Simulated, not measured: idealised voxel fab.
You're looking at the process module voxel gate over fins.
Each square cell in cross-section cut measures 5 nm, and the section as a whole is 255 nm wide.
The cross-sections in this document take the form of a grid made of square cells. They are written out as bands, in order from top to bottom. Each band consists of one or more rows of cells.
Band: top and bottom heights (nm) first, top before bottom; then materials from left to right, widths in nm. "throughout" marks a sole material filling the band edge to edge. "empty" denotes empty space.
Convention: height 0 is the level below which the wafer, as received, is all one material. The lowest band does not terminate at the bottom but continues downward, represented as "top 0, no bottom".
Read "30..40" as a graded width: first number on top, second number at the bottom, same change between each pair of neighbouring rows.
"nothing was modified", as given for a step, is the statement that not any cell of the cross-section underwent a change during that step.
Voids not open to the top, 8 cells minimum: see "Sealed cavities". Written width x height at distance; distance is from the left edge; nm.
Formally, on a step line, whatever follows the settings is a remark that the simulator itself makes on the step.
If you see "overlay nm" on a step's line and that step has a mask, it's telling you how far right of where it was planned the mask ended up; a negative number means it went left instead.
-- The following list gives the planned process steps
| 1 | RECEIVE | material Si |
| 2 | CONFORMAL_DEP | material SiN | thk nm 5 |
| 3 | MASKED_ETCH | tone cover | mask id FINS | width nm 15 | pitch nm 50 | etch materials SiN | depth nm 5 | overlay nm 0 |
| 4 | MASKED_ETCH | tone cover | mask id FINS | width nm 15 | pitch nm 50 | etch materials Si | depth nm 30 | overlay nm 0 |
| 5 | FILL_DEP | material SiO2 | thk nm 10 |
| 6 | CMP | height nm 5 |
| 7 | MASKED_ETCH | tone open | mask id RAIL | width nm 15 | etch materials SiO2 | depth nm 30 | overlay nm 0 |
| 8 | CONFORMAL_DEP | material TiN | thk nm 5 |
| 9 | FILL_DEP | material Ru | thk nm 5 |
| 10 | CMP | height nm 5 |
| 11 | SELECTIVE_ETCH | etch materials W Ru TiN | depth nm 20 |
| 12 | FILL_DEP | material SiO2 | thk nm 5 |
| 13 | CMP | height nm 5 |
| 14 | SELECTIVE_ETCH | etch materials SiO2 | depth nm 15 |
| 15 | STRIP | etch materials SiN |
| 16 | CONFORMAL_DEP | material HfO2 | thk nm 5 |
| 17 | CONFORMAL_DEP | material TiN | thk nm 5 |
| 18 | CONFORMAL_DEP | material TiAl | thk nm 5 |
| 19 | CONFORMAL_DEP | material TiN | thk nm 5 |
| 20 | FILL_DEP | material W | thk nm 10 |
| 21 | CMP | height nm 25 |
| 22 | CONFORMAL_DEP | material SiCN | thk nm 5 |
-- As-received wafer cross-section (after step 1)
	top 0, no bottom = Si throughout
	Sealed cavities: none
-- First of two wafers: cross-section at end of module, run per plan
	top 30, bottom 25 = SiCN throughout
	top 25, bottom 20 = W throughout
	top 20, bottom 15 = W 50  TiN 155  W 50
	top 15, bottom 10 = W 50  TiN 5  TiAl 45  TiN 5  TiAl 45  TiN 5  TiAl 45  TiN 5  W 50
	top 10, bottom 5 = TiN 55  TiAl 5  TiN 35  TiAl 5  TiN 5  TiAl 5  TiN 35  TiAl 5  TiN 5  TiAl 5  TiN 35  TiAl 5  TiN 55
	top 5, bottom 0 = TiAl 60  TiN 5  HfO2 25  TiN 5  TiAl 15  TiN 5  HfO2 25  TiN 5  TiAl 15  TiN 5  HfO2 25  TiN 5  TiAl 60
	top 0, bottom -5 = TiN 65  HfO2 5  Si 15  HfO2 5  TiN 25  HfO2 5  Si 15  HfO2 5  TiN 25  HfO2 5  Si 15  HfO2 5  TiN 65
	top -5, bottom -10 = HfO2 70  Si 15  HfO2 35  Si 15  HfO2 35  Si 15  HfO2 70
	top -10, bottom -15 = SiO2 70  Si 15  SiO2 35  Si 15  SiO2 35  Si 15  SiO2 70
	top -15, bottom -20 = SiO2 70  Si 15  SiO2 10  TiN 5  Ru 5  TiN 5  SiO2 10  Si 15  SiO2 35  Si 15  SiO2 70
	top -20, bottom -25 = SiO2 70  Si 15  SiO2 10  TiN 15  SiO2 10  Si 15  SiO2 35  Si 15  SiO2 70
	top -25, bottom -30 = SiO2 70  Si 15  SiO2 35  Si 15  SiO2 35  Si 15  SiO2 70
	top -30, no bottom = Si throughout
	Sealed cavities: none
-- Cross-section, second wafer: same start as the first, same plan as the first, one mistake in running it; taken at the end of the module
	top 30, bottom 25 = SiCN throughout
	top 25, bottom 20 = W throughout
	top 20, bottom 15 = W 50  TiN 155  W 50
	top 15, bottom 10 = W 50  TiN 5  TiAl 45  TiN 5  TiAl 45  TiN 5  TiAl 45  TiN 5  W 50
	top 10, bottom 5 = TiN 55  TiAl 5  TiN 35  TiAl 5  TiN 5  TiAl 5  TiN 35  TiAl 5  TiN 5  TiAl 5  TiN 35  TiAl 5  TiN 55
	top 5, bottom 0 = TiAl 60  TiN 5  HfO2 25  TiN 5  TiAl 15  TiN 5  HfO2 25  TiN 5  TiAl 15  TiN 5  HfO2 25  TiN 5  TiAl 60
	top 0, bottom -5 = TiN 65  HfO2 5  Si 15  HfO2 5  TiN 25  HfO2 5  Si 15  HfO2 5  TiN 25  HfO2 5  Si 15  HfO2 5  TiN 65
	top -5, bottom -10 = HfO2 70  Si 15  HfO2 35  Si 15  HfO2 35  Si 15  HfO2 70
	top -10, bottom -15 = SiO2 70  Si 15  SiO2 35  Si 15  SiO2 35  Si 15  SiO2 70
	top -15, bottom -20 = Ru 65  TiN 5  Si 15  TiN 10  SiO2 15  TiN 10  Si 15  TiN 5  Ru 25  TiN 5  Si 15  TiN 5  Ru 65
	top -20, bottom -25 = TiN 70  Si 15  TiN 10  SiO2 15  TiN 10  Si 15  TiN 35  Si 15  TiN 70
	top -25, bottom -30 = SiO2 70  Si 15  SiO2 35  Si 15  SiO2 35  Si 15  SiO2 70
	top -30, no bottom = Si throughout
	Sealed cavities: none
Where did the run depart from the plan? not per plan at step 7, really ran MASKED_ETCH | tone cover | mask id RAIL | width nm 15 | etch materials SiO2 | depth nm 30 | overlay nm 0
Counted in cells at the end, the second wafer holds more or fewer of these materials than the first: Ru +30 | SiO2 -72 | TiN +42
